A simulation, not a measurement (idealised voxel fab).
process module | voxel lift off
cross-section cut | 275 nm wide | cells 5 nm
A cross-section is a grid of square cells, given in bands from the top down. A band is one or more rows of cells.
Each band's line starts with the height of the band's top and of its bottom, in nm. Then come its materials from left to right, each with its width in nm. One material with "throughout" fills the band from edge to edge. "air" is empty space.
Height 0 is the level under which the wafer as received is all one material. The lowest band goes on downwards, as in "0 down".
A width such as "30 to 40" changes by the same amount from each row of cells to the next, from the band's top row to its bottom row.
"no change" after a step means that no cell of the cross-section changed.
closed voids: empty space of 8 cells or more with no open way to the top, each as width x height at its distance from the left edge, in nm
after a step's settings: what the simulator itself notes on the step
overlay nm, on a step with a mask: how far to the right of its planned place the mask lay; to the left if negative
plan
1 op RECEIVE | material Si
2 op CONFORMAL_DEP | material Al2O3 | thk nm 5
3 op PATTERN | tone open | mask id LINES | material resist | width nm 25 | pitch nm 45 | thk nm 25 | overlay nm 0
4 op DIRECTIONAL_DEP | material Ru | thk nm 10
5 op STRIP | etch materials resist
6 op CONFORMAL_DEP | material SiCN | thk nm 10
as received, after step 1
  0 down: Si throughout
  closed voids: none
a wafer at the end: this start, this plan, one mistake
  25 to 15: air 70 | Ru 135 | air 70
  15 to 5: Ru throughout
  5 to 0: Al2O3 throughout
  0 down: Si throughout
  closed voids: none
what went wrong: step 6 ran as: op CONFORMAL_DEP | material Ru | thk nm 10
